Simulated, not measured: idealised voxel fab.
process module | voxel wiring stack
cross-section cut | 195 nm wide | cells 5 nm
A cross-section is a grid of square cells, given in bands from the top down. A band is one or more rows of cells.
Each band's line starts with the height of the band's top and of its bottom, in nm. Then come its materials from left to right, each with its width in nm. One material with "throughout" fills the band from edge to edge. "air" is empty space.
Height 0 is the level under which the wafer as received is all one material. The lowest band goes on downwards, as in "0 down".
A width such as "30 to 40" changes by the same amount from each row of cells to the next, from the band's top row to its bottom row.
"no change" after a step means that no cell of the cross-section changed.
closed voids: empty space of 8 cells or more with no open way to the top, each as width x height at its distance from the left edge, in nm
after a step's settings: what the simulator itself notes on the step
overlay nm, on a step with a mask: how far to the right of its planned place the mask lay; to the left if negative
plan
1 op RECEIVE | material Si
2 op CONFORMAL_DEP | material SiO2 | thk nm 10
3 op DIRECTIONAL_DEP | material TiN | thk nm 5
4 op DIRECTIONAL_DEP | material W | thk nm 20
5 op DIRECTIONAL_DEP | material aC | thk nm 10
6 op PATTERN | tone cover | mask id METAL_1 | material resist | width nm 25 | pitch nm 50 | thk nm 25 | overlay nm 0
7 op DIRECTIONAL_ETCH | etch materials aC | depth nm 10
8 op STRIP | etch materials resist
9 op DIRECTIONAL_ETCH | etch materials W | depth nm 20
10 op DIRECTIONAL_ETCH | etch materials TiN | depth nm 5
11 op STRIP | etch materials aC
12 op FILL_DEP | material lowk | thk nm 5
13 op CMP | height nm 35
14 op CONFORMAL_DEP | material SiCN | thk nm 5
15 op DIRECTIONAL_DEP | material lowk | thk nm 10
16 op MASKED_ETCH | tone open | mask id PLUG_1 | width nm 15 | etch materials lowk | depth nm 10 | overlay nm 0
17 op MASKED_ETCH | tone open | mask id PLUG_1 | width nm 15 | etch materials SiCN | depth nm 5 | overlay nm 0
18 op CONFORMAL_DEP | material TiN | thk nm 5
19 op FILL_DEP | material W | thk nm 5
20 op CMP | height nm 50
21 op DIRECTIONAL_DEP | material TiN | thk nm 5
22 op DIRECTIONAL_DEP | material W | thk nm 20
23 op PATTERN | tone cover | mask id METAL_2 | material resist | width nm 25 | pitch nm 50 | thk nm 15 | overlay nm 0
24 op DIRECTIONAL_ETCH | etch materials W | depth nm 20
25 op DIRECTIONAL_ETCH | etch materials TiN | depth nm 5
26 op STRIP | etch materials resist
27 op CONFORMAL_DEP | material SiCN | thk nm 5
28 op FILL_DEP | material lowk | thk nm 10
29 op CMP | height nm 75
30 op CONFORMAL_DEP | material SiN | thk nm 5
as received, after step 1
  0 down: Si throughout
  closed voids: none
a wafer at the end: this start, this plan, one mistake
  80 to 75: SiN throughout
  75 to 55: lowk 60 | SiCN 5 | W 20 | SiCN 5 | lowk 20 | SiCN 5 | W 20 | SiCN 5 | lowk 55
  55 to 50: SiCN 65 | TiN 20 | SiCN 30 | TiN 20 | SiCN 60
  50 to 40: lowk 60 | TiN 5 | W 5 | TiN 5 | lowk 120
  40 to 35: SiCN 60 | TiN 15 | SiCN 120
  35 to 15: lowk 60 | W 25 | lowk 25 | W 25 | lowk 60
  15 to 10: lowk 60 | TiN 25 | lowk 25 | TiN 25 | lowk 60
  10 to 0: SiO2 throughout
  0 down: Si throughout
  closed voids: none
what went wrong: step 23 ran as: op PATTERN | tone cover | mask id METAL_2 | material resist | width nm 20 | pitch nm 50 | thk nm 15 | overlay nm 0
